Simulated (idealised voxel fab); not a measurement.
process module | voxel self aligned contacts
cross-section cut | 240 nm wide | cells 5 nm
A cross-section is a grid of square cells, given in bands from the top down. A band is one or more rows of cells.
Each band's line starts with the height of the band's top and of its bottom, in nm. Then come its materials from left to right, each with its width in nm. One material with "throughout" fills the band from edge to edge. "air" is empty space.
Height 0 is the level under which the wafer as received is all one material. The lowest band goes on downwards, as in "0 down".
A width such as "30 to 40" changes by the same amount from each row of cells to the next, from the band's top row to its bottom row.
"no change" after a step means that no cell of the cross-section changed.
closed voids: empty space of 8 cells or more with no open way to the top, each as width x height at its distance from the left edge, in nm
after a step's settings: what the simulator itself notes on the step
overlay nm, on a step with a mask: how far to the right of its planned place the mask lay; to the left if negative
plan
1 op RECEIVE | material Si
2 op CONFORMAL_DEP | material SiO2 | thk nm 5
3 op DIRECTIONAL_DEP | material polySi | thk nm 20
4 op DIRECTIONAL_DEP | material SiN | thk nm 20
5 op MASKED_ETCH | tone cover | mask id GATE | width nm 25 | pitch nm 65 | etch materials SiN | depth nm 20 | overlay nm 0
6 op MASKED_ETCH | tone cover | mask id GATE | width nm 25 | pitch nm 65 | etch materials polySi | depth nm 20 | overlay nm 0
7 op CONFORMAL_DEP | material SiN | thk nm 10
8 op DIRECTIONAL_ETCH | etch materials SiN | depth nm 10
9 op FILL_DEP | material SiO2 | thk nm 10
10 op CMP | height nm 50
11 op DIRECTIONAL_DEP | material aC | thk nm 15
12 op PATTERN | tone open | mask id CONTACT | material resist | width nm 50 | pitch nm 65 | thk nm 30 | overlay nm 0
13 op DIRECTIONAL_ETCH | etch materials aC | depth nm 15
14 op STRIP | etch materials resist
15 op DIRECTIONAL_ETCH | etch materials SiO2 | depth nm 50
16 op STRIP | etch materials aC
17 op CONFORMAL_DEP | material TiN | thk nm 5
18 op FILL_DEP | material Ru | thk nm 10
19 op CMP | height nm 50
20 op CONFORMAL_DEP | material SiN | thk nm 5
as received, after step 1
  0 down: Si throughout
  closed voids: none
a wafer at the end: this start, this plan, one mistake
  55 to 50: SiN throughout
  50 to 40: SiO2 60 to 30 | TiN 5 to 35 | Ru 105 | TiN 5 to 35 | SiO2 65 to 35
  40 to 30: SiO2 30 | TiN 5 | Ru 165 | TiN 5 | SiO2 35
  30 to 25: SiO2 30 | TiN 40 | Ru 30 | TiN 35 | Ru 30 | TiN 40 | SiO2 35
  25 to 10: SiO2 30 | TiN 10 | polySi 25 | TiN 5 | Ru 30 | TiN 5 | polySi 25 | TiN 5 | Ru 30 | TiN 5 | polySi 25 | TiN 10 | SiO2 35
  10 to 5: SiO2 30 | TiN 10 | polySi 25 | TiN 15 | Ru 10 | TiN 15 | polySi 25 | TiN 15 | Ru 10 | TiN 15 | polySi 25 | TiN 10 | SiO2 35
  5 to 0: SiO2 75 | TiN 20 | SiO2 45 | TiN 20 | SiO2 80
  0 down: Si throughout
  closed voids: none
what went wrong: step 16 ran as: op STRIP | etch materials SiN
